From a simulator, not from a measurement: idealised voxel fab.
The process module that follows is named voxel gate over fins.
Each square cell in cross-section cut measures 5 nm, and the section as a whole is 180 nm wide.
In what follows, cross-sections appear as grids of square cells, described through bands that run from the top down, where every band is one or more rows of cells.
Band: top height; bottom height; in nm. Then, left to right: material with width in nm, for each material. "all across": a single material spanning edge to edge. "empty": empty space.
Height 0 is the level under which the wafer as received is all one material. The lowest band goes on downwards, as in "0 -> down".
Width: "30 to 40" (first number = top row, second number = bottom row, same change from row to row of cells).
You'll sometimes find "no change occurred" written for a step, and that's the way of saying that nowhere in the cross-section did a cell change during that step.
Enclosed voids (no open way to top), threshold 8 cells or more, entry "Closed-off voids", notation width x height at distance, distance from left edge, nm.
On a step's line, text after the settings is the simulator commenting on that step.
The "overlay nm" setting may appear on a step's line; for a step that uses a mask, it gives how far to the right of its planned position the mask lay, and a negative value indicates the left.
THE PROCESS STEPS THAT WERE PLANNED ARE LISTED BELOW
step 1: RECEIVE [material Si]
step 2: CONFORMAL_DEP [material SiN] [thk nm 5]
step 3: DIRECTIONAL_DEP [material aC] [thk nm 15]
step 4: PATTERN [tone cover] [mask id FINS] [material resist] [width nm 15] [pitch nm 40] [thk nm 35] [overlay nm 0]
step 5: DIRECTIONAL_ETCH [etch materials aC] [depth nm 15]
step 6: STRIP [etch materials resist]
step 7: DIRECTIONAL_ETCH [etch materials SiN] [depth nm 5]
step 8: DIRECTIONAL_ETCH [etch materials Si] [depth nm 30]
step 9: STRIP [etch materials aC]
step 10: FILL_DEP [material SiO2] [thk nm 10]
step 11: CMP [height nm 5]
step 12: SELECTIVE_ETCH [etch materials SiO2] [depth nm 15]
step 13: STRIP [etch materials SiN]
step 14: CONFORMAL_DEP [material HfO2] [thk nm 5]
step 15: CONFORMAL_DEP [material TiN] [thk nm 5]
step 16: FILL_DEP [material W] [thk nm 10]
step 17: CMP [height nm 15]
step 18: CONFORMAL_DEP [material SiCN] [thk nm 5]
FIRST WAFER, TWO IN TOTAL, RUN AS PLANNED
AS RECEIVED, AFTER STEP 1
- 0 -> down  Si all across
- Closed-off voids: none
STEP 2 DONE - WAFER CROSS-SECTION
- 5 -> 0  SiN all across
- Everything under 0 stays put, no change at all.
STEP 3 DONE - WAFER CROSS-SECTION
- 20 -> 5  aC all across
- Everything under 5 stays put, no change at all.
STEP 4 DONE - WAFER CROSS-SECTION
- 55 -> 20  20 empty / 15 resist / 25 empty / 15 resist / 25 empty / 15 resist / 25 empty / 15 resist / 25 empty
- Everything under 20 stays put, no change at all.
STEP 5 DONE - WAFER CROSS-SECTION
- 40 -> 20  20 empty / 15 resist / 25 empty / 15 resist / 25 empty / 15 resist / 25 empty / 15 resist / 25 empty
- 20 -> 5  20 empty / 15 aC / 25 empty / 15 aC / 25 empty / 15 aC / 25 empty / 15 aC / 25 empty
- Everything under 5 stays put, no change at all.
STEP 6 DONE - WAFER CROSS-SECTION
- 20 -> 5  20 empty / 15 aC / 25 empty / 15 aC / 25 empty / 15 aC / 25 empty / 15 aC / 25 empty
- Everything under 5 stays put, no change at all.
STEP 7 DONE - WAFER CROSS-SECTION
- 20 -> 5  20 empty / 15 aC / 25 empty / 15 aC / 25 empty / 15 aC / 25 empty / 15 aC / 25 empty
- 5 -> 0  20 empty / 15 SiN / 25 empty / 15 SiN / 25 empty / 15 SiN / 25 empty / 15 SiN / 25 empty
- Everything under 0 stays put, no change at all.
STEP 8 DONE - WAFER CROSS-SECTION
- 20 -> 5  20 empty / 15 aC / 25 empty / 15 aC / 25 empty / 15 aC / 25 empty / 15 aC / 25 empty
- 5 -> 0  20 empty / 15 SiN / 25 empty / 15 SiN / 25 empty / 15 SiN / 25 empty / 15 SiN / 25 empty
- 0 -> -30  20 empty / 15 Si / 25 empty / 15 Si / 25 empty / 15 Si / 25 empty / 15 Si / 25 empty
- Everything under -30 stays put, no change at all.
STEP 9 DONE - WAFER CROSS-SECTION
- 5 -> 0  20 empty / 15 SiN / 25 empty / 15 SiN / 25 empty / 15 SiN / 25 empty / 15 SiN / 25 empty
- Everything under 0 stays put, no change at all.
STEP 10 DONE - WAFER CROSS-SECTION
- 15 -> 5  SiO2 all across
- 5 -> 0  20 SiO2 / 15 SiN / 25 SiO2 / 15 SiN / 25 SiO2 / 15 SiN / 25 SiO2 / 15 SiN / 25 SiO2
- 0 -> -30  20 SiO2 / 15 Si / 25 SiO2 / 15 Si / 25 SiO2 / 15 Si / 25 SiO2 / 15 Si / 25 SiO2
- Everything under -30 stays put, no change at all.
STEP 11 DONE - WAFER CROSS-SECTION
- 5 -> 0  20 SiO2 / 15 SiN / 25 SiO2 / 15 SiN / 25 SiO2 / 15 SiN / 25 SiO2 / 15 SiN / 25 SiO2
- Everything under 0 stays put, no change at all.
STEP 12 DONE - WAFER CROSS-SECTION
- 5 -> 0  20 empty / 15 SiN / 25 empty / 15 SiN / 25 empty / 15 SiN / 25 empty / 15 SiN / 25 empty
- 0 -> -10  20 empty / 15 Si / 25 empty / 15 Si / 25 empty / 15 Si / 25 empty / 15 Si / 25 empty
- Everything under -10 stays put, no change at all.
STEP 13 DONE - WAFER CROSS-SECTION
- 0 -> -10  20 empty / 15 Si / 25 empty / 15 Si / 25 empty / 15 Si / 25 empty / 15 Si / 25 empty
- Everything under -10 stays put, no change at all.
STEP 14 DONE - WAFER CROSS-SECTION
- 5 -> 0  15 empty / 25 HfO2 / 15 empty / 25 HfO2 / 15 empty / 25 HfO2 / 15 empty / 25 HfO2 / 20 empty
- 0 -> -5  15 empty / 5 HfO2 / 15 Si / 5 HfO2 / 15 empty / 5 HfO2 / 15 Si / 5 HfO2 / 15 empty / 5 HfO2 / 15 Si / 5 HfO2 / 15 empty / 5 HfO2 / 15 Si / 5 HfO2 / 20 empty
- -5 -> -10  20 HfO2 / 15 Si / 25 HfO2 / 15 Si / 25 HfO2 / 15 Si / 25 HfO2 / 15 Si / 25 HfO2
- Everything under -10 stays put, no change at all.
STEP 15 DONE - WAFER CROSS-SECTION
- 10 -> 5  10 empty / 35 TiN / 5 empty / 35 TiN / 5 empty / 35 TiN / 5 empty / 35 TiN / 15 empty
- 5 -> 0  10 empty / 5 TiN / 25 HfO2 / 5 TiN / 5 empty / 5 TiN / 25 HfO2 / 5 TiN / 5 empty / 5 TiN / 25 HfO2 / 5 TiN / 5 empty / 5 TiN / 25 HfO2 / 5 TiN / 15 empty
- 0 -> -5  15 TiN / 5 HfO2 / 15 Si / 5 HfO2 / 15 TiN / 5 HfO2 / 15 Si / 5 HfO2 / 15 TiN / 5 HfO2 / 15 Si / 5 HfO2 / 15 TiN / 5 HfO2 / 15 Si / 5 HfO2 / 20 TiN
- Everything under -5 stays put, no change at all.
STEP 16 DONE - WAFER CROSS-SECTION
- 20 -> 10  W all across
- 10 -> 5  10 W / 35 TiN / 5 W / 35 TiN / 5 W / 35 TiN / 5 W / 35 TiN / 15 W
- 5 -> 0  10 W / 5 TiN / 25 HfO2 / 5 TiN / 5 W / 5 TiN / 25 HfO2 / 5 TiN / 5 W / 5 TiN / 25 HfO2 / 5 TiN / 5 W / 5 TiN / 25 HfO2 / 5 TiN / 15 W
- Everything under 0 stays put, no change at all.
STEP 17 DONE - WAFER CROSS-SECTION
- 15 -> 10  W all across
- Everything under 10 stays put, no change at all.
STEP 18 DONE - WAFER CROSS-SECTION
- 20 -> 15  SiCN all across
- Everything under 15 stays put, no change at all.
THE SECOND WAFER: COMMON ORIGIN AND PLAN, ONE MISTAKE IN EXECUTION, IDENTICAL TO THE FIRST THROUGH STEP 3
CROSS-SECTION, SECOND WAFER, AT THE END TIME THE PLAN GIVES FOR STEP 4
- 55 -> 20  20 resist / 15 empty / 25 resist / 15 empty / 25 resist / 15 empty / 25 resist / 15 empty / 25 resist
- Everything under 20 stays put, no change at all.
CROSS-SECTION, SECOND WAFER, AT THE END TIME THE PLAN GIVES FOR STEP 5
- 40 -> 20  20 resist / 15 empty / 25 resist / 15 empty / 25 resist / 15 empty / 25 resist / 15 empty / 25 resist
- 20 -> 5  20 aC / 15 empty / 25 aC / 15 empty / 25 aC / 15 empty / 25 aC / 15 empty / 25 aC
- Everything under 5 stays put, no change at all.
CROSS-SECTION, SECOND WAFER, AT THE END TIME THE PLAN GIVES FOR STEP 6
- 20 -> 5  20 aC / 15 empty / 25 aC / 15 empty / 25 aC / 15 empty / 25 aC / 15 empty / 25 aC
- Everything under 5 stays put, no change at all.
CROSS-SECTION, SECOND WAFER, AT THE END TIME THE PLAN GIVES FOR STEP 7
- 20 -> 5  20 aC / 15 empty / 25 aC / 15 empty / 25 aC / 15 empty / 25 aC / 15 empty / 25 aC
- 5 -> 0  20 SiN / 15 empty / 25 SiN / 15 empty / 25 SiN / 15 empty / 25 SiN / 15 empty / 25 SiN
- Everything under 0 stays put, no change at all.
CROSS-SECTION, SECOND WAFER, AT THE END TIME THE PLAN GIVES FOR STEP 8
- 20 -> 5  20 aC / 15 empty / 25 aC / 15 empty / 25 aC / 15 empty / 25 aC / 15 empty / 25 aC
- 5 -> 0  20 SiN / 15 empty / 25 SiN / 15 empty / 25 SiN / 15 empty / 25 SiN / 15 empty / 25 SiN
- 0 -> -30  20 Si / 15 empty / 25 Si / 15 empty / 25 Si / 15 empty / 25 Si / 15 empty / 25 Si
- Everything under -30 stays put, no change at all.
CROSS-SECTION, SECOND WAFER, AT THE END TIME THE PLAN GIVES FOR STEP 9
- 5 -> 0  20 SiN / 15 empty / 25 SiN / 15 empty / 25 SiN / 15 empty / 25 SiN / 15 empty / 25 SiN
- Everything under 0 stays put, no change at all.
CROSS-SECTION, SECOND WAFER, AT THE END TIME THE PLAN GIVES FOR STEP 10
- 15 -> 5  SiO2 all across
- 5 -> 0  20 SiN / 15 SiO2 / 25 SiN / 15 SiO2 / 25 SiN / 15 SiO2 / 25 SiN / 15 SiO2 / 25 SiN
- 0 -> -30  20 Si / 15 SiO2 / 25 Si / 15 SiO2 / 25 Si / 15 SiO2 / 25 Si / 15 SiO2 / 25 Si
- Everything under -30 stays put, no change at all.
CROSS-SECTION, SECOND WAFER, AT THE END TIME THE PLAN GIVES FOR STEP 11
- 5 -> 0  20 SiN / 15 SiO2 / 25 SiN / 15 SiO2 / 25 SiN / 15 SiO2 / 25 SiN / 15 SiO2 / 25 SiN
- Everything under 0 stays put, no change at all.
CROSS-SECTION, SECOND WAFER, AT THE END TIME THE PLAN GIVES FOR STEP 12
- 5 -> 0  20 SiN / 15 empty / 25 SiN / 15 empty / 25 SiN / 15 empty / 25 SiN / 15 empty / 25 SiN
- 0 -> -10  20 Si / 15 empty / 25 Si / 15 empty / 25 Si / 15 empty / 25 Si / 15 empty / 25 Si
- Everything under -10 stays put, no change at all.
CROSS-SECTION, SECOND WAFER, AT THE END TIME THE PLAN GIVES FOR STEP 13
- 0 -> -10  20 Si / 15 empty / 25 Si / 15 empty / 25 Si / 15 empty / 25 Si / 15 empty / 25 Si
- Everything under -10 stays put, no change at all.
CROSS-SECTION, SECOND WAFER, AT THE END TIME THE PLAN GIVES FOR STEP 14
- 5 -> 0  25 HfO2 / 5 empty / 35 HfO2 / 5 empty / 35 HfO2 / 5 empty / 35 HfO2 / 5 empty / 30 HfO2
- 0 -> -5  20 Si / 5 HfO2 / 5 empty / 5 HfO2 / 25 Si / 5 HfO2 / 5 empty / 5 HfO2 / 25 Si / 5 HfO2 / 5 empty / 5 HfO2 / 25 Si / 5 HfO2 / 5 empty / 5 HfO2 / 25 Si
- -5 -> -10  20 Si / 15 HfO2 / 25 Si / 15 HfO2 / 25 Si / 15 HfO2 / 25 Si / 15 HfO2 / 25 Si
- Everything under -10 stays put, no change at all.
CROSS-SECTION, SECOND WAFER, AT THE END TIME THE PLAN GIVES FOR STEP 15
- 10 -> 5  TiN all across
- 5 -> 0  25 HfO2 / 5 TiN / 35 HfO2 / 5 TiN / 35 HfO2 / 5 TiN / 35 HfO2 / 5 TiN / 30 HfO2
- 0 -> -5  20 Si / 5 HfO2 / 5 TiN / 5 HfO2 / 25 Si / 5 HfO2 / 5 TiN / 5 HfO2 / 25 Si / 5 HfO2 / 5 TiN / 5 HfO2 / 25 Si / 5 HfO2 / 5 TiN / 5 HfO2 / 25 Si
- Everything under -5 stays put, no change at all.
CROSS-SECTION, SECOND WAFER, AT THE END TIME THE PLAN GIVES FOR STEP 16
- 20 -> 10  W all across
- Everything under 10 stays put, no change at all.
CROSS-SECTION, SECOND WAFER, AT THE END TIME THE PLAN GIVES FOR STEP 17
- 15 -> 10  W all across
- Everything under 10 stays put, no change at all.
CROSS-SECTION, SECOND WAFER, AT THE END TIME THE PLAN GIVES FOR STEP 18
- 20 -> 15  SiCN all across
- Everything under 15 stays put, no change at all.
What was done differently from what was planned? heads up, step 4 didn't go per plan, it actually ran as PATTERN [tone open] [mask id FINS] [material resist] [width nm 15] [pitch nm 40] [thk nm 35] [overlay nm 0]
Final tally in cells, some materials are higher or lower on the second wafer than on the first: 72 more of Si | 48 fewer of SiO2 | 8 fewer of TiN | 16 fewer of W
